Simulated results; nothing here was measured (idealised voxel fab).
The following process module bears the name voxel quadruple lines.
Square cells of 5 nm make up the cross-section cut, whose width is 240 nm.
Format of a cross-section: grid, square cells. Given as bands. Order: top down. Band: one or more rows of cells. Heights first: top, then bottom, in nm. Then materials, left to right, each with a width in nm. "full width" on a single material: fills the band edge to edge. "air": empty space. The level at which height equals 0 is the one under which the wafer, as it arrives, is entirely one material. No lower edge exists for the bottom band, which continues downward and is notated as in "0 nm and below". With a width like "30->40", each row of cells in the band differs from the next by the same amount, the top row carrying the first number and the bottom row the second. A step reported as "nothing was modified" is a step in which no cell of the cross-section changed. Listed in "Closed internal voids": every empty space of 8 or more cells without an open way to the top. Form: width x height at distance, the distance being from the left edge, all in nm. Heads up: the bit after the settings on a step's line is the simulator's remark on that step. "overlay nm" on a masked step: distance the mask lay right of its planned place, negative for left. Read each pair as before and after one process step. The after cross-section shows only down to the lowest band that changed. The step between them and its settings are given below the pair. Pairs can come from different runs of this module on the same starting wafer. A pair continues from the pair above only where its "Before the process" entry says so.

BEFORE THE PROCESS
  0 nm and below | Si full width
  Closed internal voids: none

RESULTING STRUCTURE
  10 nm to 0 nm | SiO2 full width
  Lower than 0, everything is as it was.
  Closed internal voids: none
The cross-sections above show the structure before and after this step: CONFORMAL_DEP (material SiO2; thk nm 10)

Before the process: after-state, pair directly above.

RESULTING STRUCTURE
  25 nm to 10 nm | TiN full width
  Lower than 10, everything is as it was.
  Closed internal voids: none
The cross-sections above show the structure before and after this step: DIRECTIONAL_DEP (material TiN; thk nm 15)

Before the process: after-state, pair directly above.

RESULTING STRUCTURE
  45 nm to 25 nm | polySi full width
  Lower than 25, everything is as it was.
  Closed internal voids: none
The cross-sections above show the structure before and after this step: DIRECTIONAL_DEP (material polySi; thk nm 20)

Before the process: after-state, pair directly above.

RESULTING STRUCTURE
  65 nm to 45 nm | aC full width
  Lower than 45, everything is as it was.
  Closed internal voids: none
The cross-sections above show the structure before and after this step: DIRECTIONAL_DEP (material aC; thk nm 20)

Before the process: after-state, pair directly above.

RESULTING STRUCTURE
  95 nm to 65 nm | air 105 | resist 30 | air 105
  Lower than 65, everything is as it was.
  Closed internal voids: none
The cross-sections above show the structure before and after this step: PATTERN (tone cover; mask id MANDREL; material resist; width nm 30; thk nm 30; overlay nm 0)

Before the process: after-state, pair directly above.

RESULTING STRUCTURE
  75 nm to 65 nm | air 105 | resist 30 | air 105
  65 nm to 45 nm | air 105 | aC 30 | air 105
  Lower than 45, everything is as it was.
  Closed internal voids: none
The cross-sections above show the structure before and after this step: DIRECTIONAL_ETCH (etch materials aC; depth nm 20)

Before the process: after-state, pair directly above.

RESULTING STRUCTURE
  65 nm to 45 nm | air 105 | aC 30 | air 105
  Lower than 45, everything is as it was.
  Closed internal voids: none
The cross-sections above show the structure before and after this step: STRIP (etch materials resist)

Before the process: after-state, pair directly above.

RESULTING STRUCTURE
  75 nm to 65 nm | air 95 | SiO2 50 | air 95
  65 nm to 55 nm | air 95 | SiO2 10 | aC 30 | SiO2 10 | air 95
  55 nm to 45 nm | SiO2 105 | aC 30 | SiO2 105
  Lower than 45, everything is as it was.
  Closed internal voids: none
The cross-sections above show the structure before and after this step: CONFORMAL_DEP (material SiO2; thk nm 10)

Before the process: after-state, pair directly above.

RESULTING STRUCTURE
  65 nm to 45 nm | air 95 | SiO2 10 | aC 30 | SiO2 10 | air 95
  Lower than 45, everything is as it was.
  Closed internal voids: none
The cross-sections above show the structure before and after this step: DIRECTIONAL_ETCH (etch materials SiO2; depth nm 10)

Before the process: after-state, pair directly above.

RESULTING STRUCTURE
  65 nm to 45 nm | air 95 | SiO2 10 | air 30 | SiO2 10 | air 95
  Lower than 45, everything is as it was.
  Closed internal voids: none
The cross-sections above show the structure before and after this step: STRIP (etch materials aC)

Before the process: after-state, pair directly above.

RESULTING STRUCTURE
  65 nm to 45 nm | air 95 | SiO2 10 | air 30 | SiO2 10 | air 95
  45 nm to 25 nm | air 95 | polySi 10 | air 30 | polySi 10 | air 95
  Lower than 25, everything is as it was.
  Closed internal voids: none
The cross-sections above show the structure before and after this step: DIRECTIONAL_ETCH (etch materials polySi; depth nm 20)

Before the process: after-state, pair directly above.

RESULTING STRUCTURE
  45 nm to 25 nm | air 95 | polySi 10 | air 30 | polySi 10 | air 95
  Lower than 25, everything is as it was.
  Closed internal voids: none
The cross-sections above show the structure before and after this step: STRIP (etch materials SiO2)

Before the process: after-state, pair directly above.

RESULTING STRUCTURE
  55 nm to 45 nm | air 85 | SiCN 30 | air 10 | SiCN 30 | air 85
  45 nm to 35 nm | air 85 | SiCN 10 | polySi 10 | SiCN 10 | air 10 | SiCN 10 | polySi 10 | SiCN 10 | air 85
  35 nm to 25 nm | SiCN 95 | polySi 10 | SiCN 30 | polySi 10 | SiCN 95
  Lower than 25, everything is as it was.
  Closed internal voids: none
The cross-sections above show the structure before and after this step: CONFORMAL_DEP (material SiCN; thk nm 10)

Before the process: after-state, pair directly above.

RESULTING STRUCTURE
  45 nm to 25 nm | air 85 | SiCN 10 | polySi 10 | SiCN 10 | air 10 | SiCN 10 | polySi 10 | SiCN 10 | air 85
  Lower than 25, everything is as it was.
  Closed internal voids: none
The cross-sections above show the structure before and after this step: DIRECTIONAL_ETCH (etch materials SiCN; depth nm 10)

Before the process: after-state, pair directly above.

RESULTING STRUCTURE
  45 nm to 25 nm | air 85 | SiCN 10 | air 10 | SiCN 10 | air 10 | SiCN 10 | air 10 | SiCN 10 | air 85
  Lower than 25, everything is as it was.
  Closed internal voids: none
The cross-sections above show the structure before and after this step: STRIP (etch materials polySi)

Before the process: after-state, pair directly above.

RESULTING STRUCTURE
  45 nm to 25 nm | air 85 | SiCN 10 | air 10 | SiCN 10 | air 10 | SiCN 10 | air 10 | SiCN 10 | air 85
  25 nm to 10 nm | air 85 | TiN 10 | air 10 | TiN 10 | air 10 | TiN 10 | air 10 | TiN 10 | air 85
  Lower than 10, everything is as it was.
  Closed internal voids: none
The cross-sections above show the structure before and after this step: DIRECTIONAL_ETCH (etch materials TiN; depth nm 15)

Before the process: after-state, pair directly above.

RESULTING STRUCTURE
  25 nm to 10 nm | air 85 | TiN 10 | air 10 | TiN 10 | air 10 | TiN 10 | air 10 | TiN 10 | air 85
  Lower than 10, everything is as it was.
  Closed internal voids: none
The cross-sections above show the structure before and after this step: STRIP (etch materials SiCN)

BEFORE THE PROCESS
  0 nm and below | Si full width
  Closed internal voids: none

RESULTING STRUCTURE
  15 nm to 0 nm | TiN full width
  Lower than 0, everything is as it was.
  Closed internal voids: none
The cross-sections above show the structure before and after this step: DIRECTIONAL_DEP (material TiN; thk nm 15)

Before the process: after-state, pair directly above.

RESULTING STRUCTURE
  35 nm to 15 nm | polySi full width
  Lower than 15, everything is as it was.
  Closed internal voids: none
The cross-sections above show the structure before and after this step: DIRECTIONAL_DEP (material polySi; thk nm 20)

Before the process: after-state, pair directly above.

RESULTING STRUCTURE
  55 nm to 35 nm | aC full width
  Lower than 35, everything is as it was.
  Closed internal voids: none
The cross-sections above show the structure before and after this step: DIRECTIONAL_DEP (material aC; thk nm 20)

Before the process: after-state, pair directly above.

RESULTING STRUCTURE
  85 nm to 55 nm | air 105 | resist 30 | air 105
  Lower than 55, everything is as it was.
  Closed internal voids: none
The cross-sections above show the structure before and after this step: PATTERN (tone cover; mask id MANDREL; material resist; width nm 30; thk nm 30; overlay nm 0)

Before the process: after-state, pair directly above.

RESULTING STRUCTURE
  65 nm to 55 nm | air 105 | resist 30 | air 105
  55 nm to 35 nm | air 105 | aC 30 | air 105
  Lower than 35, everything is as it was.
  Closed internal voids: none
The cross-sections above show the structure before and after this step: DIRECTIONAL_ETCH (etch materials aC; depth nm 20)

Before the process: after-state, pair directly above.

RESULTING STRUCTURE
  55 nm to 35 nm | air 105 | aC 30 | air 105
  Lower than 35, everything is as it was.
  Closed internal voids: none
The cross-sections above show the structure before and after this step: STRIP (etch materials resist)

Before the process: after-state, pair directly above.

RESULTING STRUCTURE
  65 nm to 55 nm | air 95 | SiO2 50 | air 95
  55 nm to 45 nm | air 95 | SiO2 10 | aC 30 | SiO2 10 | air 95
  45 nm to 35 nm | SiO2 105 | aC 30 | SiO2 105
  Lower than 35, everything is as it was.
  Closed internal voids: none
The cross-sections above show the structure before and after this step: CONFORMAL_DEP (material SiO2; thk nm 10)

Before the process: after-state, pair directly above.

RESULTING STRUCTURE
  55 nm to 35 nm | air 95 | SiO2 10 | aC 30 | SiO2 10 | air 95
  Lower than 35, everything is as it was.
  Closed internal voids: none
The cross-sections above show the structure before and after this step: DIRECTIONAL_ETCH (etch materials SiO2; depth nm 10)

Before the process: after-state, pair directly above.

RESULTING STRUCTURE
  55 nm to 35 nm | air 95 | SiO2 10 | air 30 | SiO2 10 | air 95
  Lower than 35, everything is as it was.
  Closed internal voids: none
The cross-sections above show the structure before and after this step: STRIP (etch materials aC)

Before the process: after-state, pair directly above.

RESULTING STRUCTURE
  55 nm to 35 nm | air 95 | SiO2 10 | air 30 | SiO2 10 | air 95
  35 nm to 15 nm | air 95 | polySi 10 | air 30 | polySi 10 | air 95
  Lower than 15, everything is as it was.
  Closed internal voids: none
The cross-sections above show the structure before and after this step: DIRECTIONAL_ETCH (etch materials polySi; depth nm 20)

Before the process: after-state, pair directly above.

RESULTING STRUCTURE
  35 nm to 15 nm | air 95 | polySi 10 | air 30 | polySi 10 | air 95
  Lower than 15, everything is as it was.
  Closed internal voids: none
The cross-sections above show the structure before and after this step: STRIP (etch materials SiO2)

Before the process: after-state, pair directly above.

RESULTING STRUCTURE
  45 nm to 35 nm | air 85 | SiCN 30 | air 10 | SiCN 30 | air 85
  35 nm to 25 nm | air 85 | SiCN 10 | polySi 10 | SiCN 10 | air 10 | SiCN 10 | polySi 10 | SiCN 10 | air 85
  25 nm to 15 nm | SiCN 95 | polySi 10 | SiCN 30 | polySi 10 | SiCN 95
  Lower than 15, everything is as it was.
  Closed internal voids: none
The cross-sections above show the structure before and after this step: CONFORMAL_DEP (material SiCN; thk nm 10)

Before the process: after-state, pair directly above.

RESULTING STRUCTURE
  35 nm to 15 nm | air 85 | SiCN 10 | polySi 10 | SiCN 10 | air 10 | SiCN 10 | polySi 10 | SiCN 10 | air 85
  Lower than 15, everything is as it was.
  Closed internal voids: none
The cross-sections above show the structure before and after this step: DIRECTIONAL_ETCH (etch materials SiCN; depth nm 10)

Before the process: after-state, pair directly above.

RESULTING STRUCTURE
  35 nm to 15 nm | air 85 | SiCN 10 | air 10 | SiCN 10 | air 10 | SiCN 10 | air 10 | SiCN 10 | air 85
  Lower than 15, everything is as it was.
  Closed internal voids: none
The cross-sections above show the structure before and after this step: STRIP (etch materials polySi)

Before the process: after-state, pair directly above.

RESULTING STRUCTURE
  35 nm to 15 nm | air 85 | SiCN 10 | air 10 | SiCN 10 | air 10 | SiCN 10 | air 10 | SiCN 10 | air 85
  15 nm to 0 nm | air 85 | TiN 10 | air 10 | TiN 10 | air 10 | TiN 10 | air 10 | TiN 10 | air 85
  Lower than 0, everything is as it was.
  Closed internal voids: none
The cross-sections above show the structure before and after this step: DIRECTIONAL_ETCH (etch materials TiN; depth nm 15)

Before the process: after-state, pair directly above.

RESULTING STRUCTURE
  15 nm to 0 nm | air 85 | TiN 10 | air 10 | TiN 10 | air 10 | TiN 10 | air 10 | TiN 10 | air 85
  Lower than 0, everything is as it was.
  Closed internal voids: none
The cross-sections above show the structure before and after this step: STRIP (etch materials SiCN)

BEFORE THE PROCESS
  25 nm to 10 nm | TiN full width
  10 nm to 0 nm | SiO2 full width
  0 nm and below | Si full width
  Closed internal voids: none

RESULTING STRUCTURE
  40 nm to 10 nm | TiN full width
  Lower than 10, everything is as it was.
  Closed internal voids: none
The cross-sections above show the structure before and after this step: DIRECTIONAL_DEP (material TiN; thk nm 15)

Before the process: after-state, pair directly above.

RESULTING STRUCTURE
  60 nm to 40 nm | polySi full width
  Lower than 40, everything is as it was.
  Closed internal voids: none
The cross-sections above show the structure before and after this step: DIRECTIONAL_DEP (material polySi; thk nm 20)

Before the process: after-state, pair directly above.

RESULTING STRUCTURE
  80 nm to 60 nm | aC full width
  Lower than 60, everything is as it was.
  Closed internal voids: none
The cross-sections above show the structure before and after this step: DIRECTIONAL_DEP (material aC; thk nm 20)

Before the process: after-state, pair directly above.

RESULTING STRUCTURE
  110 nm to 80 nm | air 105 | resist 30 | air 105
  Lower than 80, everything is as it was.
  Closed internal voids: none
The cross-sections above show the structure before and after this step: PATTERN (tone cover; mask id MANDREL; material resist; width nm 30; thk nm 30; overlay nm 0)

Before the process: after-state, pair directly above.

RESULTING STRUCTURE
  90 nm to 80 nm | air 105 | resist 30 | air 105
  80 nm to 60 nm | air 105 | aC 30 | air 105
  Lower than 60, everything is as it was.
  Closed internal voids: none
The cross-sections above show the structure before and after this step: DIRECTIONAL_ETCH (etch materials aC; depth nm 20)

Before the process: after-state, pair directly above.

RESULTING STRUCTURE
  80 nm to 60 nm | air 105 | aC 30 | air 105
  Lower than 60, everything is as it was.
  Closed internal voids: none
The cross-sections above show the structure before and after this step: STRIP (etch materials resist)

Before the process: after-state, pair directly above.

RESULTING STRUCTURE
  90 nm to 80 nm | air 95 | SiO2 50 | air 95
  80 nm to 70 nm | air 95 | SiO2 10 | aC 30 | SiO2 10 | air 95
  70 nm to 60 nm | SiO2 105 | aC 30 | SiO2 105
  Lower than 60, everything is as it was.
  Closed internal voids: none
The cross-sections above show the structure before and after this step: CONFORMAL_DEP (material SiO2; thk nm 10)

Before the process: after-state, pair directly above.

RESULTING STRUCTURE
  80 nm to 60 nm | air 95 | SiO2 10 | aC 30 | SiO2 10 | air 95
  Lower than 60, everything is as it was.
  Closed internal voids: none
The cross-sections above show the structure before and after this step: DIRECTIONAL_ETCH (etch materials SiO2; depth nm 10)

Before the process: after-state, pair directly above.

RESULTING STRUCTURE
  80 nm to 60 nm | air 95 | SiO2 10 | air 30 | SiO2 10 | air 95
  Lower than 60, everything is as it was.
  Closed internal voids: none
The cross-sections above show the structure before and after this step: STRIP (etch materials aC)

Before the process: after-state, pair directly above.

RESULTING STRUCTURE
  80 nm to 60 nm | air 95 | SiO2 10 | air 30 | SiO2 10 | air 95
  60 nm to 40 nm | air 95 | polySi 10 | air 30 | polySi 10 | air 95
  Lower than 40, everything is as it was.
  Closed internal voids: none
The cross-sections above show the structure before and after this step: DIRECTIONAL_ETCH (etch materials polySi; depth nm 20)

Before the process: after-state, pair directly above.

RESULTING STRUCTURE
  60 nm to 40 nm | air 95 | polySi 10 | air 30 | polySi 10 | air 95
  Lower than 40, everything is as it was.
  Closed internal voids: none
The cross-sections above show the structure before and after this step: STRIP (etch materials SiO2)

Before the process: after-state, pair directly above.

RESULTING STRUCTURE
  70 nm to 60 nm | air 85 | SiCN 30 | air 10 | SiCN 30 | air 85
  60 nm to 50 nm | air 85 | SiCN 10 | polySi 10 | SiCN 10 | air 10 | SiCN 10 | polySi 10 | SiCN 10 | air 85
  50 nm to 40 nm | SiCN 95 | polySi 10 | SiCN 30 | polySi 10 | SiCN 95
  Lower than 40, everything is as it was.
  Closed internal voids: none
The cross-sections above show the structure before and after this step: CONFORMAL_DEP (material SiCN; thk nm 10)

Before the process: after-state, pair directly above.

RESULTING STRUCTURE
  60 nm to 40 nm | air 85 | SiCN 10 | polySi 10 | SiCN 10 | air 10 | SiCN 10 | polySi 10 | SiCN 10 | air 85
  Lower than 40, everything is as it was.
  Closed internal voids: none
The cross-sections above show the structure before and after this step: DIRECTIONAL_ETCH (etch materials SiCN; depth nm 10)

Before the process: after-state, pair directly above.

RESULTING STRUCTURE
  60 nm to 40 nm | air 85 | SiCN 10 | air 10 | SiCN 10 | air 10 | SiCN 10 | air 10 | SiCN 10 | air 85
  Lower than 40, everything is as it was.
  Closed internal voids: none
The cross-sections above show the structure before and after this step: STRIP (etch materials polySi)

Before the process: after-state, pair directly above.

RESULTING STRUCTURE
  60 nm to 40 nm | air 85 | SiCN 10 | air 10 | SiCN 10 | air 10 | SiCN 10 | air 10 | SiCN 10 | air 85
  40 nm to 25 nm | air 85 | TiN 10 | air 10 | TiN 10 | air 10 | TiN 10 | air 10 | TiN 10 | air 85
  Lower than 25, everything is as it was.
  Closed internal voids: none
The cross-sections above show the structure before and after this step: DIRECTIONAL_ETCH (etch materials TiN; depth nm 15)

Before the process: after-state, pair directly above.

RESULTING STRUCTURE
  40 nm to 25 nm | air 85 | TiN 10 | air 10 | TiN 10 | air 10 | TiN 10 | air 10 | TiN 10 | air 85
  Lower than 25, everything is as it was.
  Closed internal voids: none
The cross-sections above show the structure before and after this step: STRIP (etch materials SiCN)

BEFORE THE PROCESS
  25 nm to 10 nm | TiN full width
  10 nm to 0 nm | SiO2 full width
  0 nm and below | Si full width
  Closed internal voids: none

RESULTING STRUCTURE
  45 nm to 25 nm | aC full width
  Lower than 25, everything is as it was.
  Closed internal voids: none
The cross-sections above show the structure before and after this step: DIRECTIONAL_DEP (material aC; thk nm 20)

Before the process: after-state, pair directly above.

RESULTING STRUCTURE
  65 nm to 45 nm | polySi full width
  Lower than 45, everything is as it was.
  Closed internal voids: none
The cross-sections above show the structure before and after this step: DIRECTIONAL_DEP (material polySi; thk nm 20)

Before the process: after-state, pair directly above.

RESULTING STRUCTURE
  95 nm to 65 nm | air 105 | resist 30 | air 105
  Lower than 65, everything is as it was.
  Closed internal voids: none
The cross-sections above show the structure before and after this step: PATTERN (tone cover; mask id MANDREL; material resist; width nm 30; thk nm 30; overlay nm 0)

Before the process: after-state, pair directly above.

RESULTING STRUCTURE
  75 nm to 65 nm | air 105 | resist 30 | air 105
  Lower than 65, everything is as it was.
  Closed internal voids: none
The cross-sections above show the structure before and after this step: DIRECTIONAL_ETCH (etch materials aC; depth nm 20)

Before the process: after-state, pair directly above.

RESULTING STRUCTURE
  65 nm to 45 nm | polySi full width
  Lower than 45, everything is as it was.
  Closed internal voids: none
The cross-sections above show the structure before and after this step: STRIP (etch materials resist)

Before the process: after-state, pair directly above.

RESULTING STRUCTURE
  75 nm to 65 nm | SiO2 full width
  Lower than 65, everything is as it was.
  Closed internal voids: none
The cross-sections above show the structure before and after this step: CONFORMAL_DEP (material SiO2; thk nm 10)

Before the process: after-state, pair directly above.

RESULTING STRUCTURE
  65 nm to 45 nm | polySi full width
  Lower than 45, everything is as it was.
  Closed internal voids: none
The cross-sections above show the structure before and after this step: DIRECTIONAL_ETCH (etch materials SiO2; depth nm 10)

Before the process: after-state, pair directly above.

RESULTING STRUCTURE
  45 nm to 25 nm | aC full width
  Lower than 25, everything is as it was.
  Closed internal voids: none
The cross-sections above show the structure before and after this step: DIRECTIONAL_ETCH (etch materials polySi; depth nm 20)

Before the process: after-state, pair directly above.

RESULTING STRUCTURE
  55 nm to 45 nm | SiCN full width
  Lower than 45, everything is as it was.
  Closed internal voids: none
The cross-sections above show the structure before and after this step: CONFORMAL_DEP (material SiCN; thk nm 10)

Before the process: after-state, pair directly above.

RESULTING STRUCTURE
  45 nm to 25 nm | aC full width
  Lower than 25, everything is as it was.
  Closed internal voids: none
The cross-sections above show the structure before and after this step: DIRECTIONAL_ETCH (etch materials SiCN; depth nm 10)

BEFORE THE PROCESS
  10 nm to 0 nm | SiO2 full width
  0 nm and below | Si full width
  Closed internal voids: none

RESULTING STRUCTURE
  15 nm to 10 nm | TiN full width
  Lower than 10, everything is as it was.
  Closed internal voids: none
The cross-sections above show the structure before and after this step: DIRECTIONAL_DEP (material TiN; thk nm 5)

Before the process: after-state, pair directly above.

RESULTING STRUCTURE
  35 nm to 15 nm | polySi full width
  Lower than 15, everything is as it was.
  Closed internal voids: none
The cross-sections above show the structure before and after this step: DIRECTIONAL_DEP (material polySi; thk nm 20)

Before the process: after-state, pair directly above.

RESULTING STRUCTURE
  55 nm to 35 nm | aC full width
  Lower than 35, everything is as it was.
  Closed internal voids: none
The cross-sections above show the structure before and after this step: DIRECTIONAL_DEP (material aC; thk nm 20)

Before the process: after-state, pair directly above.

RESULTING STRUCTURE
  85 nm to 55 nm | air 105 | resist 30 | air 105
  Lower than 55, everything is as it was.
  Closed internal voids: none
The cross-sections above show the structure before and after this step: PATTERN (tone cover; mask id MANDREL; material resist; width nm 30; thk nm 30; overlay nm 0)

Before the process: after-state, pair directly above.

RESULTING STRUCTURE
  65 nm to 55 nm | air 105 | resist 30 | air 105
  55 nm to 35 nm | air 105 | aC 30 | air 105
  Lower than 35, everything is as it was.
  Closed internal voids: none
The cross-sections above show the structure before and after this step: DIRECTIONAL_ETCH (etch materials aC; depth nm 20)

Before the process: after-state, pair directly above.

RESULTING STRUCTURE
  55 nm to 35 nm | air 105 | aC 30 | air 105
  Lower than 35, everything is as it was.
  Closed internal voids: none
The cross-sections above show the structure before and after this step: STRIP (etch materials resist)

Before the process: after-state, pair directly above.

RESULTING STRUCTURE
  65 nm to 55 nm | air 95 | SiO2 50 | air 95
  55 nm to 45 nm | air 95 | SiO2 10 | aC 30 | SiO2 10 | air 95
  45 nm to 35 nm | SiO2 105 | aC 30 | SiO2 105
  Lower than 35, everything is as it was.
  Closed internal voids: none
The cross-sections above show the structure before and after this step: CONFORMAL_DEP (material SiO2; thk nm 10)

Before the process: after-state, pair directly above.

RESULTING STRUCTURE
  55 nm to 35 nm | air 95 | SiO2 10 | aC 30 | SiO2 10 | air 95
  Lower than 35, everything is as it was.
  Closed internal voids: none
The cross-sections above show the structure before and after this step: DIRECTIONAL_ETCH (etch materials SiO2; depth nm 10)

Before the process: after-state, pair directly above.

RESULTING STRUCTURE
  55 nm to 35 nm | air 95 | SiO2 10 | air 30 | SiO2 10 | air 95
  Lower than 35, everything is as it was.
  Closed internal voids: none
The cross-sections above show the structure before and after this step: STRIP (etch materials aC)

Before the process: after-state, pair directly above.

RESULTING STRUCTURE
  55 nm to 35 nm | air 95 | SiO2 10 | air 30 | SiO2 10 | air 95
  35 nm to 15 nm | air 95 | polySi 10 | air 30 | polySi 10 | air 95
  Lower than 15, everything is as it was.
  Closed internal voids: none
The cross-sections above show the structure before and after this step: DIRECTIONAL_ETCH (etch materials polySi; depth nm 20)

Before the process: after-state, pair directly above.

RESULTING STRUCTURE
  35 nm to 15 nm | air 95 | polySi 10 | air 30 | polySi 10 | air 95
  Lower than 15, everything is as it was.
  Closed internal voids: none
The cross-sections above show the structure before and after this step: STRIP (etch materials SiO2)

Before the process: after-state, pair directly above.

RESULTING STRUCTURE
  45 nm to 35 nm | air 85 | SiCN 30 | air 10 | SiCN 30 | air 85
  35 nm to 25 nm | air 85 | SiCN 10 | polySi 10 | SiCN 10 | air 10 | SiCN 10 | polySi 10 | SiCN 10 | air 85
  25 nm to 15 nm | SiCN 95 | polySi 10 | SiCN 30 | polySi 10 | SiCN 95
  Lower than 15, everything is as it was.
  Closed internal voids: none
The cross-sections above show the structure before and after this step: CONFORMAL_DEP (material SiCN; thk nm 10)

Before the process: after-state, pair directly above.

RESULTING STRUCTURE
  35 nm to 15 nm | air 85 | SiCN 10 | polySi 10 | SiCN 10 | air 10 | SiCN 10 | polySi 10 | SiCN 10 | air 85
  Lower than 15, everything is as it was.
  Closed internal voids: none
The cross-sections above show the structure before and after this step: DIRECTIONAL_ETCH (etch materials SiCN; depth nm 10)

Before the process: after-state, pair directly above.

RESULTING STRUCTURE
  35 nm to 15 nm | air 85 | SiCN 10 | air 10 | SiCN 10 | air 10 | SiCN 10 | air 10 | SiCN 10 | air 85
  Lower than 15, everything is as it was.
  Closed internal voids: none
The cross-sections above show the structure before and after this step: STRIP (etch materials polySi)

Before the process: after-state, pair directly above.

RESULTING STRUCTURE
  35 nm to 15 nm | air 85 | SiCN 10 | air 10 | SiCN 10 | air 10 | SiCN 10 | air 10 | SiCN 10 | air 85
  15 nm to 10 nm | air 85 | TiN 10 | air 10 | TiN 10 | air 10 | TiN 10 | air 10 | TiN 10 | air 85
  Lower than 10, everything is as it was.
  Closed internal voids: none
The cross-sections above show the structure before and after this step: DIRECTIONAL_ETCH (etch materials TiN; depth nm 15)

Before the process: after-state, pair directly above.

RESULTING STRUCTURE
  15 nm to 10 nm | air 85 | TiN 10 | air 10 | TiN 10 | air 10 | TiN 10 | air 10 | TiN 10 | air 85
  Lower than 10, everything is as it was.
  Closed internal voids: none
The cross-sections above show the structure before and after this step: STRIP (etch materials SiCN)

BEFORE THE PROCESS
  65 nm to 45 nm | aC full width
  45 nm to 25 nm | polySi full width
  25 nm to 10 nm | TiN full width
  10 nm to 0 nm | SiO2 full width
  0 nm and below | Si full width
  Closed internal voids: none

RESULTING STRUCTURE
  95 nm to 65 nm | air 105 | resist 35 | air 100
  Lower than 65, everything is as it was.
  Closed internal voids: none
The cross-sections above show the structure before and after this step: PATTERN (tone cover; mask id MANDREL; material resist; width nm 35; thk nm 30; overlay nm 0)

Before the process: after-state, pair directly above.

RESULTING STRUCTURE
  75 nm to 65 nm | air 105 | resist 35 | air 100
  65 nm to 45 nm | air 105 | aC 35 | air 100
  Lower than 45, everything is as it was.
  Closed internal voids: none
The cross-sections above show the structure before and after this step: DIRECTIONAL_ETCH (etch materials aC; depth nm 20)

Before the process: after-state, pair directly above.

RESULTING STRUCTURE
  65 nm to 45 nm | air 105 | aC 35 | air 100
  Lower than 45, everything is as it was.
  Closed internal voids: none
The cross-sections above show the structure before and after this step: STRIP (etch materials resist)

Before the process: after-state, pair directly above.

RESULTING STRUCTURE
  75 nm to 65 nm | air 95 | SiO2 55 | air 90
  65 nm to 55 nm | air 95 | SiO2 10 | aC 35 | SiO2 10 | air 90
  55 nm to 45 nm | SiO2 105 | aC 35 | SiO2 100
  Lower than 45, everything is as it was.
  Closed internal voids: none
The cross-sections above show the structure before and after this step: CONFORMAL_DEP (material SiO2; thk nm 10)

Before the process: after-state, pair directly above.

RESULTING STRUCTURE
  65 nm to 45 nm | air 95 | SiO2 10 | aC 35 | SiO2 10 | air 90
  Lower than 45, everything is as it was.
  Closed internal voids: none
The cross-sections above show the structure before and after this step: DIRECTIONAL_ETCH (etch materials SiO2; depth nm 10)

Before the process: after-state, pair directly above.

RESULTING STRUCTURE
  65 nm to 45 nm | air 95 | SiO2 10 | air 35 | SiO2 10 | air 90
  Lower than 45, everything is as it was.
  Closed internal voids: none
The cross-sections above show the structure before and after this step: STRIP (etch materials aC)

Before the process: after-state, pair directly above.

RESULTING STRUCTURE
  65 nm to 45 nm | air 95 | SiO2 10 | air 35 | SiO2 10 | air 90
  45 nm to 25 nm | air 95 | polySi 10 | air 35 | polySi 10 | air 90
  Lower than 25, everything is as it was.
  Closed internal voids: none
The cross-sections above show the structure before and after this step: DIRECTIONAL_ETCH (etch materials polySi; depth nm 20)

Before the process: after-state, pair directly above.

RESULTING STRUCTURE
  45 nm to 25 nm | air 95 | polySi 10 | air 35 | polySi 10 | air 90
  Lower than 25, everything is as it was.
  Closed internal voids: none
The cross-sections above show the structure before and after this step: STRIP (etch materials SiO2)

Before the process: after-state, pair directly above.

RESULTING STRUCTURE
  55 nm to 45 nm | air 85 | SiCN 30 | air 15 | SiCN 30 | air 80
  45 nm to 35 nm | air 85 | SiCN 10 | polySi 10 | SiCN 10 | air 15 | SiCN 10 | polySi 10 | SiCN 10 | air 80
  35 nm to 25 nm | SiCN 95 | polySi 10 | SiCN 35 | polySi 10 | SiCN 90
  Lower than 25, everything is as it was.
  Closed internal voids: none
The cross-sections above show the structure before and after this step: CONFORMAL_DEP (material SiCN; thk nm 10)

Before the process: after-state, pair directly above.

RESULTING STRUCTURE
  45 nm to 25 nm | air 85 | SiCN 10 | polySi 10 | SiCN 10 | air 15 | SiCN 10 | polySi 10 | SiCN 10 | air 80
  Lower than 25, everything is as it was.
  Closed internal voids: none
The cross-sections above show the structure before and after this step: DIRECTIONAL_ETCH (etch materials SiCN; depth nm 10)

Before the process: after-state, pair directly above.

RESULTING STRUCTURE
  45 nm to 25 nm | air 85 | SiCN 10 | air 10 | SiCN 10 | air 15 | SiCN 10 | air 10 | SiCN 10 | air 80
  Lower than 25, everything is as it was.
  Closed internal voids: none
The cross-sections above show the structure before and after this step: STRIP (etch materials polySi)

Before the process: after-state, pair directly above.

RESULTING STRUCTURE
  45 nm to 25 nm | air 85 | SiCN 10 | air 10 | SiCN 10 | air 15 | SiCN 10 | air 10 | SiCN 10 | air 80
  25 nm to 10 nm | air 85 | TiN 10 | air 10 | TiN 10 | air 15 | TiN 10 | air 10 | TiN 10 | air 80
  Lower than 10, everything is as it was.
  Closed internal voids: none
The cross-sections above show the structure before and after this step: DIRECTIONAL_ETCH (etch materials TiN; depth nm 15)

Before the process: after-state, pair directly above.

RESULTING STRUCTURE
  25 nm to 10 nm | air 85 | TiN 10 | air 10 | TiN 10 | air 15 | TiN 10 | air 10 | TiN 10 | air 80
  Lower than 10, everything is as it was.
  Closed internal voids: none
The cross-sections above show the structure before and after this step: STRIP (etch materials SiCN)

BEFORE THE PROCESS
  65 nm to 45 nm | aC full width
  45 nm to 25 nm | polySi full width
  25 nm to 10 nm | TiN full width
  10 nm to 0 nm | SiO2 full width
  0 nm and below | Si full width
  Closed internal voids: none

RESULTING STRUCTURE
  95 nm to 65 nm | air 115 | resist 30 | air 95
  Lower than 65, everything is as it was.
  Closed internal voids: none
The cross-sections above show the structure before and after this step: PATTERN (tone cover; mask id MANDREL; material resist; width nm 30; thk nm 30; overlay nm 10)

Before the process: after-state, pair directly above.

RESULTING STRUCTURE
  75 nm to 65 nm | air 115 | resist 30 | air 95
  65 nm to 45 nm | air 115 | aC 30 | air 95
  Lower than 45, everything is as it was.
  Closed internal voids: none
The cross-sections above show the structure before and after this step: DIRECTIONAL_ETCH (etch materials aC; depth nm 20)

Before the process: after-state, pair directly above.

RESULTING STRUCTURE
  65 nm to 45 nm | air 115 | aC 30 | air 95
  Lower than 45, everything is as it was.
  Closed internal voids: none
The cross-sections above show the structure before and after this step: STRIP (etch materials resist)
